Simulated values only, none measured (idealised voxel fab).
Name of the process module below: voxel transistor to metal
Each square cell in cross-section cut measures 5 nm, and the section as a whole is 195 nm wide.
Cross-section format: a grid of square cells, given as bands from top to bottom; each band is one or more rows of cells.
Band: top and bottom heights (nm) first, top before bottom; then materials from left to right, widths in nm. "everywhere" marks a sole material filling the band edge to edge. "air" denotes empty space.
Ref level 0: as-received wafer is one material below here. Bottom band extends down with no lower bound ("top 0, no bottom").
The expression "30..40" gives the width at the extremes of the band, the first number at its top row of cells and the second at its bottom row, with the width changing by equal amounts from each row to the next in between.
When a step is marked "all unchanged", none of the cells in the cross-section changed during that step.
Voids, fully enclosed: empty space of 8 cells or more with no open way to the top, each as width x height at its distance from the left edge, in nm
Past the settings on a step's line: simulator remark, on that step.
overlay nm: for a step with a mask, the amount by which the mask lay right of where it was planned; a negative amount means left of it.
Read the rest as pairs. Take the cross-section before one process step, then the cross-section after it, which shows only down to the lowest band that changed. Under the pair, find the step between them and its settings. Bear in mind that pairs may come from different runs of this module on the same starting wafer: link a pair to the pair above it only where its entry headed "Status quo ante" says to.

## Status quo ante
    top 0, no bottom: Si everywhere
    Voids, fully enclosed: none

## Resultant Cross-Section
    top 5, bottom 0: SiO2 everywhere
    Below a height of 0, the structure has not been altered.
    Voids, fully enclosed: none
Process step separating the two views above: CONFORMAL_DEP, material SiO2, thk nm 5

Status quo ante: refer to the pair immediately above; the cross-section shown after its step is the state before this one.

## Resultant Cross-Section
    top 15, bottom 5: SiN everywhere
    Below a height of 5, the structure has not been altered.
    Voids, fully enclosed: none
Process step separating the two views above: CONFORMAL_DEP, material SiN, thk nm 10

Status quo ante: refer to the pair immediately above; the cross-section shown after its step is the state before this one.

## Resultant Cross-Section
    top 30, bottom 15: aC everywhere
    Below a height of 15, the structure has not been altered.
    Voids, fully enclosed: none
Process step separating the two views above: DIRECTIONAL_DEP, material aC, thk nm 15

Status quo ante: refer to the pair immediately above; the cross-section shown after its step is the state before this one.

## Resultant Cross-Section
    top 65, bottom 30: air=45 | resist=105 | air=45
    Below a height of 30, the structure has not been altered.
    Voids, fully enclosed: none
Process step separating the two views above: PATTERN, tone cover, mask id ACTIVE, material resist, width nm 105, thk nm 35, overlay nm 0

Status quo ante: refer to the pair immediately above; the cross-section shown after its step is the state before this one.

## Resultant Cross-Section
    top 50, bottom 30: air=45 | resist=105 | air=45
    top 30, bottom 15: air=45 | aC=105 | air=45
    Below a height of 15, the structure has not been altered.
    Voids, fully enclosed: none
Process step separating the two views above: DIRECTIONAL_ETCH, etch materials aC, depth nm 15

Status quo ante: refer to the pair immediately above; the cross-section shown after its step is the state before this one.

## Resultant Cross-Section
    top 30, bottom 15: air=45 | aC=105 | air=45
    Below a height of 15, the structure has not been altered.
    Voids, fully enclosed: none
Process step separating the two views above: STRIP, etch materials resist

Status quo ante: refer to the pair immediately above; the cross-section shown after its step is the state before this one.

## Resultant Cross-Section
    top 30, bottom 15: air=45 | aC=105 | air=45
    top 15, bottom 5: air=45 | SiN=105 | air=45
    Below a height of 5, the structure has not been altered.
    Voids, fully enclosed: none
Process step separating the two views above: DIRECTIONAL_ETCH, etch materials SiN, depth nm 10

Status quo ante: refer to the pair immediately above; the cross-section shown after its step is the state before this one.

## Resultant Cross-Section
    top 30, bottom 15: air=45 | aC=105 | air=45
    top 15, bottom 5: air=45 | SiN=105 | air=45
    top 5, bottom 0: air=45 | SiO2=105 | air=45
    Below a height of 0, the structure has not been altered.
    Voids, fully enclosed: none
Process step separating the two views above: DIRECTIONAL_ETCH, etch materials SiO2, depth nm 5

Status quo ante: refer to the pair immediately above; the cross-section shown after its step is the state before this one.

## Resultant Cross-Section
    top 30, bottom 15: air=45 | aC=105 | air=45
    top 15, bottom 5: air=45 | SiN=105 | air=45
    top 5, bottom 0: air=45 | SiO2=105 | air=45
    top 0, bottom -25: air=45 | Si=105 | air=45
    Below a height of -25, the structure has not been altered.
    Voids, fully enclosed: none
Process step separating the two views above: DIRECTIONAL_ETCH, etch materials Si, depth nm 25

Status quo ante: refer to the pair immediately above; the cross-section shown after its step is the state before this one.

## Resultant Cross-Section
    top 15, bottom 5: air=45 | SiN=105 | air=45
    Below a height of 5, the structure has not been altered.
    Voids, fully enclosed: none
Process step separating the two views above: STRIP, etch materials aC

Status quo ante: refer to the pair immediately above; the cross-section shown after its step is the state before this one.

## Resultant Cross-Section
    top 15, bottom 5: air=45 | SiN=105 | air=45
    top 5, bottom 0: air=45 | SiO2=105 | air=45
    top 0, bottom -25: air=45 | SiO2=5 | Si=95 | SiO2=5 | air=45
    top -25, bottom -30: SiO2=50 | Si=95 | SiO2=50
    Below a height of -30, the structure has not been altered.
    Voids, fully enclosed: none
Process step separating the two views above: OXIDIZE, depth nm 5

Status quo ante: refer to the pair immediately above; the cross-section shown after its step is the state before this one.

## Resultant Cross-Section
    top 25, bottom 15: SiO2 everywhere
    top 15, bottom 5: SiO2=45 | SiN=105 | SiO2=45
    top 5, bottom 0: SiO2 everywhere
    top 0, bottom -30: SiO2=50 | Si=95 | SiO2=50
    Below a height of -30, the structure has not been altered.
    Voids, fully enclosed: none
Process step separating the two views above: FILL_DEP, material SiO2, thk nm 10

Status quo ante: refer to the pair immediately above; the cross-section shown after its step is the state before this one.

## Resultant Cross-Section
    top 15, bottom 5: SiO2=45 | SiN=105 | SiO2=45
    Below a height of 5, the structure has not been altered.
    Voids, fully enclosed: none
Process step separating the two views above: CMP, height nm 15

Status quo ante: refer to the pair immediately above; the cross-section shown after its step is the state before this one.

## Resultant Cross-Section
    top 15, bottom 10: air=45 | SiN=105 | air=45
    Below a height of 10, the structure has not been altered.
    Voids, fully enclosed: none
Process step separating the two views above: SELECTIVE_ETCH, etch materials SiO2, depth nm 5

Status quo ante: refer to the pair immediately above; the cross-section shown after its step is the state before this one.

## Resultant Cross-Section
    top 10, bottom 5: SiO2=45 | air=105 | SiO2=45
    Below a height of 5, the structure has not been altered.
    Voids, fully enclosed: none
Process step separating the two views above: STRIP, etch materials SiN

Status quo ante: refer to the pair immediately above; the cross-section shown after its step is the state before this one.

## Resultant Cross-Section
    top 5, bottom 0: SiO2=40 | air=115 | SiO2=40
    Below a height of 0, the structure has not been altered.
    Voids, fully enclosed: none
Process step separating the two views above: SELECTIVE_ETCH, etch materials SiO2, depth nm 5

Status quo ante: refer to the pair immediately above; the cross-section shown after its step is the state before this one.

## Resultant Cross-Section
    top 5, bottom 0: SiO2=40 | air=115 | SiO2=40
    top 0, bottom -5: SiO2 everywhere
    Below a height of -5, the structure has not been altered.
    Voids, fully enclosed: none
Process step separating the two views above: OXIDIZE, depth nm 5

Status quo ante: refer to the pair immediately above; the cross-section shown after its step is the state before this one.

## Resultant Cross-Section
    top 25, bottom 20: polySi=40 | air=115 | polySi=40
    top 20, bottom 5: polySi everywhere
    top 5, bottom 0: SiO2=40 | polySi=115 | SiO2=40
    Below a height of 0, the structure has not been altered.
    Voids, fully enclosed: none
Process step separating the two views above: DIRECTIONAL_DEP, material polySi, thk nm 20

Status quo ante: refer to the pair immediately above; the cross-section shown after its step is the state before this one.

## Resultant Cross-Section
    top 40, bottom 35: SiCN=40 | air=115 | SiCN=40
    top 35, bottom 25: SiCN everywhere
    top 25, bottom 20: polySi=40 | SiCN=115 | polySi=40
    Below a height of 20, the structure has not been altered.
    Voids, fully enclosed: none
Process step separating the two views above: DIRECTIONAL_DEP, material SiCN, thk nm 15

Status quo ante: refer to the pair immediately above; the cross-section shown after its step is the state before this one.

## Resultant Cross-Section
    top 50, bottom 45: aC=40 | air=115 | aC=40
    top 45, bottom 40: aC everywhere
    top 40, bottom 35: SiCN=40 | aC=115 | SiCN=40
    Below a height of 35, the structure has not been altered.
    Voids, fully enclosed: none
Process step separating the two views above: DIRECTIONAL_DEP, material aC, thk nm 10

Status quo ante: refer to the pair immediately above; the cross-section shown after its step is the state before this one.

## Resultant Cross-Section
    top 80, bottom 50: air=85 | resist=25 | air=85
    top 50, bottom 45: aC=40 | air=45 | resist=25 | air=45 | aC=40
    Below a height of 45, the structure has not been altered.
    Voids, fully enclosed: none
Process step separating the two views above: PATTERN, tone cover, mask id GATE, material resist, width nm 25, thk nm 30, overlay nm 0

Status quo ante: refer to the pair immediately above; the cross-section shown after its step is the state before this one.

## Resultant Cross-Section
    top 70, bottom 45: air=85 | resist=25 | air=85
    top 45, bottom 40: air=85 | aC=25 | air=85
    top 40, bottom 35: SiCN=40 | air=45 | aC=25 | air=45 | SiCN=40
    Below a height of 35, the structure has not been altered.
    Voids, fully enclosed: none
Process step separating the two views above: DIRECTIONAL_ETCH, etch materials aC, depth nm 10

Status quo ante: refer to the pair immediately above; the cross-section shown after its step is the state before this one.

## Resultant Cross-Section
    top 45, bottom 40: air=85 | aC=25 | air=85
    Below a height of 40, the structure has not been altered.
    Voids, fully enclosed: none
Process step separating the two views above: STRIP, etch materials resist

Status quo ante: refer to the pair immediately above; the cross-section shown after its step is the state before this one.

## Resultant Cross-Section
    top 45, bottom 35: air=85 | aC=25 | air=85
    top 35, bottom 25: air=85 | SiCN=25 | air=85
    top 25, bottom 20: polySi=40 | air=45 | SiCN=25 | air=45 | polySi=40
    Below a height of 20, the structure has not been altered.
    Voids, fully enclosed: none
Process step separating the two views above: DIRECTIONAL_ETCH, etch materials SiCN, depth nm 25

Status quo ante: refer to the pair immediately above; the cross-section shown after its step is the state before this one.

## Resultant Cross-Section
    top 45, bottom 35: air=85 | aC=25 | air=85
    top 35, bottom 20: air=85 | SiCN=25 | air=85
    top 20, bottom 5: air=85 | polySi=25 | air=85
    top 5, bottom 0: SiO2=40 | air=45 | polySi=25 | air=45 | SiO2=40
    Below a height of 0, the structure has not been altered.
    Voids, fully enclosed: none
Process step separating the two views above: DIRECTIONAL_ETCH, etch materials polySi, depth nm 30

Status quo ante: refer to the pair immediately above; the cross-section shown after its step is the state before this one.

## Resultant Cross-Section
    top 35, bottom 20: air=85 | SiCN=25 | air=85
    Below a height of 20, the structure has not been altered.
    Voids, fully enclosed: none
Process step separating the two views above: STRIP, etch materials aC

Status quo ante: refer to the pair immediately above; the cross-section shown after its step is the state before this one.

## Resultant Cross-Section
    top 40, bottom 35: air=80 | SiN=35 | air=80
    top 35, bottom 20: air=80 | SiN=5 | SiCN=25 | SiN=5 | air=80
    top 20, bottom 10: air=80 | SiN=5 | polySi=25 | SiN=5 | air=80
    top 10, bottom 5: SiN=45 | air=35 | SiN=5 | polySi=25 | SiN=5 | air=35 | SiN=45
    top 5, bottom 0: SiO2=40 | SiN=45 | polySi=25 | SiN=45 | SiO2=40
    Below a height of 0, the structure has not been altered.
    Voids, fully enclosed: none
Process step separating the two views above: CONFORMAL_DEP, material SiN, thk nm 5

Status quo ante: refer to the pair immediately above; the cross-section shown after its step is the state before this one.

## Resultant Cross-Section
    top 35, bottom 20: air=80 | SiN=5 | SiCN=25 | SiN=5 | air=80
    top 20, bottom 5: air=80 | SiN=5 | polySi=25 | SiN=5 | air=80
    top 5, bottom 0: SiO2=40 | SiN=5 | air=35 | SiN=5 | polySi=25 | SiN=5 | air=35 | SiN=5 | SiO2=40
    Below a height of 0, the structure has not been altered.
    Voids, fully enclosed: none
Process step separating the two views above: DIRECTIONAL_ETCH, etch materials SiN, depth nm 5

Status quo ante: refer to the pair immediately above; the cross-section shown after its step is the state before this one.

## Resultant Cross-Section
    top 35, bottom 20: air=80 | SiN=5 | SiCN=25 | SiN=5 | air=80
    top 20, bottom 5: air=80 | SiN=5 | polySi=25 | SiN=5 | air=80
    top 5, bottom 0: air=40 | SiN=5 | air=35 | SiN=5 | polySi=25 | SiN=5 | air=35 | SiN=5 | air=40
    top 0, bottom -5: SiO2=45 | air=35 | SiO2=35 | air=35 | SiO2=45
    Below a height of -5, the structure has not been altered.
    Voids, fully enclosed: none
Process step separating the two views above: DIRECTIONAL_ETCH, etch materials SiO2, depth nm 5

Status quo ante: refer to the pair immediately above; the cross-section shown after its step is the state before this one.

## Resultant Cross-Section
    top 35, bottom 20: air=80 | SiN=5 | SiCN=25 | SiN=5 | air=80
    top 20, bottom 5: air=80 | SiN=5 | polySi=25 | SiN=5 | air=80
    top 5, bottom 0: air=40 | SiN=5 | air=35 | SiN=5 | polySi=25 | SiN=5 | air=35 | SiN=5 | air=40
    top 0, bottom -5: SiO2=45 | air=35 | SiO2=35 | air=35 | SiO2=45
    top -5, bottom -15: SiO2=50 | air=30 | Si=35 | air=30 | SiO2=50
    Below a height of -15, the structure has not been altered.
    Voids, fully enclosed: none
Process step separating the two views above: DIRECTIONAL_ETCH, etch materials Si, depth nm 10

Status quo ante: refer to the pair immediately above; the cross-section shown after its step is the state before this one.

## Resultant Cross-Section
    top 35, bottom 20: air=80 | SiN=5 | SiCN=25 | SiN=5 | air=80
    top 20, bottom 10: air=80 | SiN=5 | polySi=25 | SiN=5 | air=80
    top 10, bottom 5: air=65 | SiGe=15 | SiN=5 | polySi=25 | SiN=5 | SiGe=15 | air=65
    top 5, bottom 0: air=40 | SiN=5 | air=20 | SiGe=15 | SiN=5 | polySi=25 | SiN=5 | SiGe=15 | air=20 | SiN=5 | air=40
    top 0, bottom -5: SiO2=45 | SiGe=35 | SiO2=35 | SiGe=35 | SiO2=45
    top -5, bottom -15: SiO2=50 | SiGe=30 | Si=35 | SiGe=30 | SiO2=50
    Below a height of -15, the structure has not been altered.
    Voids, fully enclosed: none
Process step separating the two views above: EPI, material SiGe, thk nm 15

Status quo ante: refer to the pair immediately above; the cross-section shown after its step is the state before this one.

## Resultant Cross-Section
    top 45, bottom 35: SiO2 everywhere
    top 35, bottom 20: SiO2=80 | SiN=5 | SiCN=25 | SiN=5 | SiO2=80
    top 20, bottom 10: SiO2=80 | SiN=5 | polySi=25 | SiN=5 | SiO2=80
    top 10, bottom 5: SiO2=65 | SiGe=15 | SiN=5 | polySi=25 | SiN=5 | SiGe=15 | SiO2=65
    top 5, bottom 0: SiO2=40 | SiN=5 | SiO2=20 | SiGe=15 | SiN=5 | polySi=25 | SiN=5 | SiGe=15 | SiO2=20 | SiN=5 | SiO2=40
    Below a height of 0, the structure has not been altered.
    Voids, fully enclosed: none
Process step separating the two views above: FILL_DEP, material SiO2, thk nm 10

Status quo ante: refer to the pair immediately above; the cross-section shown after its step is the state before this one.

## Resultant Cross-Section
    top 20, bottom 10: SiO2=80 | SiN=5 | polySi=25 | SiN=5 | SiO2=80
    Below a height of 10, the structure has not been altered.
    Voids, fully enclosed: none
Process step separating the two views above: CMP, height nm 20

Status quo ante: refer to the pair immediately above; the cross-section shown after its step is the state before this one.

## Resultant Cross-Section
    top 20, bottom 10: SiO2=80 | SiN=5 | air=25 | SiN=5 | SiO2=80
    top 10, bottom 5: SiO2=65 | SiGe=15 | SiN=5 | air=25 | SiN=5 | SiGe=15 | SiO2=65
    top 5, bottom 0: SiO2=40 | SiN=5 | SiO2=20 | SiGe=15 | SiN=5 | air=25 | SiN=5 | SiGe=15 | SiO2=20 | SiN=5 | SiO2=40
    Below a height of 0, the structure has not been altered.
    Voids, fully enclosed: none
Process step separating the two views above: STRIP, etch materials polySi

Status quo ante: refer to the pair immediately above; the cross-section shown after its step is the state before this one.

## Resultant Cross-Section
    top 20, bottom 15: air=80 | SiN=5 | air=25 | SiN=5 | air=80
    top 15, bottom 10: SiO2=80 | SiN=5 | air=25 | SiN=5 | SiO2=80
    top 10, bottom 5: SiO2=65 | SiGe=15 | SiN=5 | air=25 | SiN=5 | SiGe=15 | SiO2=65
    top 5, bottom 0: SiO2=40 | SiN=5 | SiO2=20 | SiGe=15 | SiN=5 | air=25 | SiN=5 | SiGe=15 | SiO2=20 | SiN=5 | SiO2=40
    top 0, bottom -5: SiO2=45 | SiGe=35 | air=35 | SiGe=35 | SiO2=45
    Below a height of -5, the structure has not been altered.
    Voids, fully enclosed: none
Process step separating the two views above: SELECTIVE_ETCH, etch materials SiO2, depth nm 5

Status quo ante: refer to the pair immediately above; the cross-section shown after its step is the state before this one.

## Resultant Cross-Section
    top 25, bottom 20: air=75 | HfO2=15 | air=15 | HfO2=15 | air=75
    top 20, bottom 15: HfO2=80 | SiN=5 | HfO2=5 | air=15 | HfO2=5 | SiN=5 | HfO2=80
    top 15, bottom 10: SiO2=80 | SiN=5 | HfO2=5 | air=15 | HfO2=5 | SiN=5 | SiO2=80
    top 10, bottom 5: SiO2=65 | SiGe=15 | SiN=5 | HfO2=5 | air=15 | HfO2=5 | SiN=5 | SiGe=15 | SiO2=65
    top 5, bottom 0: SiO2=40 | SiN=5 | SiO2=20 | SiGe=15 | SiN=5 | HfO2=5 | air=15 | HfO2=5 | SiN=5 | SiGe=15 | SiO2=20 | SiN=5 | SiO2=40
    top 0, bottom -5: SiO2=45 | SiGe=35 | HfO2=35 | SiGe=35 | SiO2=45
    Below a height of -5, the structure has not been altered.
    Voids, fully enclosed: none
Process step separating the two views above: CONFORMAL_DEP, material HfO2, thk nm 5

Status quo ante: refer to the pair immediately above; the cross-section shown after its step is the state before this one.

## Resultant Cross-Section
    top 30, bottom 25: air=70 | TiN=25 | air=5 | TiN=25 | air=70
    top 25, bottom 20: TiN=75 | HfO2=15 | TiN=5 | air=5 | TiN=5 | HfO2=15 | TiN=75
    top 20, bottom 15: HfO2=80 | SiN=5 | HfO2=5 | TiN=5 | air=5 | TiN=5 | HfO2=5 | SiN=5 | HfO2=80
    top 15, bottom 10: SiO2=80 | SiN=5 | HfO2=5 | TiN=5 | air=5 | TiN=5 | HfO2=5 | SiN=5 | SiO2=80
    top 10, bottom 5: SiO2=65 | SiGe=15 | SiN=5 | HfO2=5 | TiN=5 | air=5 | TiN=5 | HfO2=5 | SiN=5 | SiGe=15 | SiO2=65
    top 5, bottom 0: SiO2=40 | SiN=5 | SiO2=20 | SiGe=15 | SiN=5 | HfO2=5 | TiN=15 | HfO2=5 | SiN=5 | SiGe=15 | SiO2=20 | SiN=5 | SiO2=40
    Below a height of 0, the structure has not been altered.
    Voids, fully enclosed: none
Process step separating the two views above: CONFORMAL_DEP, material TiN, thk nm 5

Status quo ante: refer to the pair immediately above; the cross-section shown after its step is the state before this one.

## Resultant Cross-Section
    top 40, bottom 30: W everywhere
    top 30, bottom 25: W=70 | TiN=25 | W=5 | TiN=25 | W=70
    top 25, bottom 20: TiN=75 | HfO2=15 | TiN=5 | W=5 | TiN=5 | HfO2=15 | TiN=75
    top 20, bottom 15: HfO2=80 | SiN=5 | HfO2=5 | TiN=5 | W=5 | TiN=5 | HfO2=5 | SiN=5 | HfO2=80
    top 15, bottom 10: SiO2=80 | SiN=5 | HfO2=5 | TiN=5 | W=5 | TiN=5 | HfO2=5 | SiN=5 | SiO2=80
    top 10, bottom 5: SiO2=65 | SiGe=15 | SiN=5 | HfO2=5 | TiN=5 | W=5 | TiN=5 | HfO2=5 | SiN=5 | SiGe=15 | SiO2=65
    Below a height of 5, the structure has not been altered.
    Voids, fully enclosed: none
Process step separating the two views above: FILL_DEP, material W, thk nm 10

Status quo ante: refer to the pair immediately above; the cross-section shown after its step is the state before this one.

## Resultant Cross-Section
    top 15, bottom 10: SiO2=80 | SiN=5 | HfO2=5 | TiN=5 | W=5 | TiN=5 | HfO2=5 | SiN=5 | SiO2=80
    Below a height of 10, the structure has not been altered.
    Voids, fully enclosed: none
Process step separating the two views above: CMP, height nm 15

Status quo ante: refer to the pair immediately above; the cross-section shown after its step is the state before this one.

## Resultant Cross-Section
    top 25, bottom 15: SiO2 everywhere
    Below a height of 15, the structure has not been altered.
    Voids, fully enclosed: none
Process step separating the two views above: DIRECTIONAL_DEP, material SiO2, thk nm 10

Status quo ante: refer to the pair immediately above; the cross-section shown after its step is the state before this one.

## Resultant Cross-Section
    top 25, bottom 15: SiO2=50 | air=15 | SiO2=65 | air=15 | SiO2=50
    top 15, bottom 10: SiO2=50 | air=15 | SiO2=15 | SiN=5 | HfO2=5 | TiN=5 | W=5 | TiN=5 | HfO2=5 | SiN=5 | SiO2=15 | air=15 | SiO2=50
    top 10, bottom 5: SiO2=50 | air=15 | SiGe=15 | SiN=5 | HfO2=5 | TiN=5 | W=5 | TiN=5 | HfO2=5 | SiN=5 | SiGe=15 | air=15 | SiO2=50
    top 5, bottom 0: SiO2=40 | SiN=5 | SiO2=5 | air=15 | SiGe=15 | SiN=5 | HfO2=5 | TiN=15 | HfO2=5 | SiN=5 | SiGe=15 | air=15 | SiO2=5 | SiN=5 | SiO2=40
    Below a height of 0, the structure has not been altered.
    Voids, fully enclosed: none
Process step separating the two views above: MASKED_ETCH, tone open, mask id CONTACT, width nm 15, pitch nm 80, etch materials SiO2, depth nm 25, overlay nm 0

Status quo ante: refer to the pair immediately above; the cross-section shown after its step is the state before this one.

## Resultant Cross-Section
    top 30, bottom 25: TiN=55 | air=5 | TiN=75 | air=5 | TiN=55
    top 25, bottom 15: SiO2=50 | TiN=5 | air=5 | TiN=5 | SiO2=65 | TiN=5 | air=5 | TiN=5 | SiO2=50
    top 15, bottom 10: SiO2=50 | TiN=5 | air=5 | TiN=5 | SiO2=15 | SiN=5 | HfO2=5 | TiN=5 | W=5 | TiN=5 | HfO2=5 | SiN=5 | SiO2=15 | TiN=5 | air=5 | TiN=5 | SiO2=50
    top 10, bottom 5: SiO2=50 | TiN=5 | air=5 | TiN=5 | SiGe=15 | SiN=5 | HfO2=5 | TiN=5 | W=5 | TiN=5 | HfO2=5 | SiN=5 | SiGe=15 | TiN=5 | air=5 | TiN=5 | SiO2=50
    top 5, bottom 0: SiO2=40 | SiN=5 | SiO2=5 | TiN=15 | SiGe=15 | SiN=5 | HfO2=5 | TiN=15 | HfO2=5 | SiN=5 | SiGe=15 | TiN=15 | SiO2=5 | SiN=5 | SiO2=40
    Below a height of 0, the structure has not been altered.
    Voids, fully enclosed: none
Process step separating the two views above: CONFORMAL_DEP, material TiN, thk nm 5

Status quo ante: refer to the pair immediately above; the cross-section shown after its step is the state before this one.

## Resultant Cross-Section
    top 35, bottom 30: W everywhere
    top 30, bottom 25: TiN=55 | W=5 | TiN=75 | W=5 | TiN=55
    top 25, bottom 15: SiO2=50 | TiN=5 | W=5 | TiN=5 | SiO2=65 | TiN=5 | W=5 | TiN=5 | SiO2=50
    top 15, bottom 10: SiO2=50 | TiN=5 | W=5 | TiN=5 | SiO2=15 | SiN=5 | HfO2=5 | TiN=5 | W=5 | TiN=5 | HfO2=5 | SiN=5 | SiO2=15 | TiN=5 | W=5 | TiN=5 | SiO2=50
    top 10, bottom 5: SiO2=50 | TiN=5 | W=5 | TiN=5 | SiGe=15 | SiN=5 | HfO2=5 | TiN=5 | W=5 | TiN=5 | HfO2=5 | SiN=5 | SiGe=15 | TiN=5 | W=5 | TiN=5 | SiO2=50
    Below a height of 5, the structure has not been altered.
    Voids, fully enclosed: none
Process step separating the two views above: FILL_DEP, material W, thk nm 5

Status quo ante: refer to the pair immediately above; the cross-section shown after its step is the state before this one.

## Resultant Cross-Section
    top 25, bottom 15: SiO2=50 | TiN=5 | W=5 | TiN=5 | SiO2=65 | TiN=5 | W=5 | TiN=5 | SiO2=50
    Below a height of 15, the structure has not been altered.
    Voids, fully enclosed: none
Process step separating the two views above: CMP, height nm 25

Status quo ante: refer to the pair immediately above; the cross-section shown after its step is the state before this one.

## Resultant Cross-Section
    top 30, bottom 25: TiN everywhere
    Below a height of 25, the structure has not been altered.
    Voids, fully enclosed: none
Process step separating the two views above: DIRECTIONAL_DEP, material TiN, thk nm 5

Status quo ante: refer to the pair immediately above; the cross-section shown after its step is the state before this one.

## Resultant Cross-Section
    top 45, bottom 30: W everywhere
    Below a height of 30, the structure has not been altered.
    Voids, fully enclosed: none
Process step separating the two views above: DIRECTIONAL_DEP, material W, thk nm 15

Status quo ante: refer to the pair immediately above; the cross-section shown after its step is the state before this one.

## Resultant Cross-Section
    top 60, bottom 45: aC everywhere
    Below a height of 45, the structure has not been altered.
    Voids, fully enclosed: none
Process step separating the two views above: DIRECTIONAL_DEP, material aC, thk nm 15

Status quo ante: refer to the pair immediately above; the cross-section shown after its step is the state before this one.

## Resultant Cross-Section
    top 95, bottom 60: air=50 | resist=15 | air=65 | resist=15 | air=50
    Below a height of 60, the structure has not been altered.
    Voids, fully enclosed: none
Process step separating the two views above: PATTERN, tone cover, mask id METAL_1, material resist, width nm 15, pitch nm 80, thk nm 35, overlay nm 0

Status quo ante: refer to the pair immediately above; the cross-section shown after its step is the state before this one.

## Resultant Cross-Section
    top 80, bottom 60: air=50 | resist=15 | air=65 | resist=15 | air=50
    top 60, bottom 45: air=50 | aC=15 | air=65 | aC=15 | air=50
    Below a height of 45, the structure has not been altered.
    Voids, fully enclosed: none
Process step separating the two views above: DIRECTIONAL_ETCH, etch materials aC, depth nm 15

Status quo ante: refer to the pair immediately above; the cross-section shown after its step is the state before this one.

## Resultant Cross-Section
    top 60, bottom 45: air=50 | aC=15 | air=65 | aC=15 | air=50
    Below a height of 45, the structure has not been altered.
    Voids, fully enclosed: none
Process step separating the two views above: STRIP, etch materials resist

Status quo ante: refer to the pair immediately above; the cross-section shown after its step is the state before this one.

## Resultant Cross-Section
    top 60, bottom 45: air=50 | aC=15 | air=65 | aC=15 | air=50
    top 45, bottom 30: air=50 | W=15 | air=65 | W=15 | air=50
    Below a height of 30, the structure has not been altered.
    Voids, fully enclosed: none
Process step separating the two views above: DIRECTIONAL_ETCH, etch materials W, depth nm 15

Status quo ante: refer to the pair immediately above; the cross-section shown after its step is the state before this one.

## Resultant Cross-Section
    top 60, bottom 45: air=50 | aC=15 | air=65 | aC=15 | air=50
    top 45, bottom 30: air=50 | W=15 | air=65 | W=15 | air=50
    top 30, bottom 25: air=50 | TiN=15 | air=65 | TiN=15 | air=50
    Below a height of 25, the structure has not been altered.
    Voids, fully enclosed: none
Process step separating the two views above: DIRECTIONAL_ETCH, etch materials TiN, depth nm 5

Status quo ante: refer to the pair immediately above; the cross-section shown after its step is the state before this one.

## Resultant Cross-Section
    top 45, bottom 30: air=50 | W=15 | air=65 | W=15 | air=50
    Below a height of 30, the structure has not been altered.
    Voids, fully enclosed: none
Process step separating the two views above: STRIP, etch materials aC

Status quo ante: refer to the pair immediately above; the cross-section shown after its step is the state before this one.

## Resultant Cross-Section
    top 55, bottom 45: SiO2 everywhere
    top 45, bottom 30: SiO2=50 | W=15 | SiO2=65 | W=15 | SiO2=50
    top 30, bottom 25: SiO2=50 | TiN=15 | SiO2=65 | TiN=15 | SiO2=50
    Below a height of 25, the structure has not been altered.
    Voids, fully enclosed: none
Process step separating the two views above: FILL_DEP, material SiO2, thk nm 10

Status quo ante: refer to the pair immediately above; the cross-section shown after its step is the state before this one.

## Resultant Cross-Section
    top 45, bottom 30: SiO2=50 | W=15 | SiO2=65 | W=15 | SiO2=50
    Below a height of 30, the structure has not been altered.
    Voids, fully enclosed: none
Process step separating the two views above: CMP, height nm 45

Status quo ante: refer to the pair immediately above; the cross-section shown after its step is the state before this one.

## Resultant Cross-Section
    top 50, bottom 45: SiCN everywhere
    Below a height of 45, the structure has not been altered.
    Voids, fully enclosed: none
Process step separating the two views above: CONFORMAL_DEP, material SiCN, thk nm 5

Status quo ante: refer to the pair immediately above; the cross-section shown after its step is the state before this one.

## Resultant Cross-Section
    top 80, bottom 50: SiO2 everywhere
    Below a height of 50, the structure has not been altered.
    Voids, fully enclosed: none
Process step separating the two views above: DIRECTIONAL_DEP, material SiO2, thk nm 30

Status quo ante: refer to the pair immediately above; the cross-section shown after its step is the state before this one.

## Resultant Cross-Section
    top 95, bottom 80: aC everywhere
    Below a height of 80, the structure has not been altered.
    Voids, fully enclosed: none
Process step separating the two views above: DIRECTIONAL_DEP, material aC, thk nm 15

Status quo ante: refer to the pair immediately above; the cross-section shown after its step is the state before this one.

## Resultant Cross-Section
    top 130, bottom 95: resist=50 | air=15 | resist=65 | air=15 | resist=50
    Below a height of 95, the structure has not been altered.
    Voids, fully enclosed: none
Process step separating the two views above: PATTERN, tone open, mask id METAL_2, material resist, width nm 15, pitch nm 80, thk nm 35, overlay nm 0

Status quo ante: refer to the pair immediately above; the cross-section shown after its step is the state before this one.

## Resultant Cross-Section
    top 115, bottom 95: resist=50 | air=15 | resist=65 | air=15 | resist=50
    top 95, bottom 80: aC=50 | air=15 | aC=65 | air=15 | aC=50
    Below a height of 80, the structure has not been altered.
    Voids, fully enclosed: none
Process step separating the two views above: DIRECTIONAL_ETCH, etch materials aC, depth nm 15

Status quo ante: refer to the pair immediately above; the cross-section shown after its step is the state before this one.

## Resultant Cross-Section
    top 95, bottom 80: aC=50 | air=15 | aC=65 | air=15 | aC=50
    Below a height of 80, the structure has not been altered.
    Voids, fully enclosed: none
Process step separating the two views above: STRIP, etch materials resist

Status quo ante: refer to the pair immediately above; the cross-section shown after its step is the state before this one.

## Resultant Cross-Section
    top 95, bottom 80: aC=50 | air=15 | aC=65 | air=15 | aC=50
    top 80, bottom 60: SiO2=50 | air=15 | SiO2=65 | air=15 | SiO2=50
    Below a height of 60, the structure has not been altered.
    Voids, fully enclosed: none
Process step separating the two views above: DIRECTIONAL_ETCH, etch materials SiO2, depth nm 20

Status quo ante: refer to the pair immediately above; the cross-section shown after its step is the state before this one.

## Resultant Cross-Section
    top 80, bottom 60: SiO2=50 | air=15 | SiO2=65 | air=15 | SiO2=50
    Below a height of 60, the structure has not been altered.
    Voids, fully enclosed: none
Process step separating the two views above: STRIP, etch materials aC

Status quo ante: refer to the pair immediately above; the cross-section shown after its step is the state before this one.

## Resultant Cross-Section
    top 95, bottom 80: resist=50 | air=15 | resist=65 | air=15 | resist=50
    Below a height of 80, the structure has not been altered.
    Voids, fully enclosed: none
Process step separating the two views above: PATTERN, tone open, mask id METAL_2_HOLES, material resist, width nm 15, pitch nm 80, thk nm 15, overlay nm 0

Status quo ante: refer to the pair immediately above; the cross-section shown after its step is the state before this one.

## Resultant Cross-Section
    top 95, bottom 80: resist=50 | air=15 | resist=65 | air=15 | resist=50
    top 80, bottom 50: SiO2=50 | air=15 | SiO2=65 | air=15 | SiO2=50
    Below a height of 50, the structure has not been altered.
    Voids, fully enclosed: none
Process step separating the two views above: DIRECTIONAL_ETCH, etch materials SiO2, depth nm 10
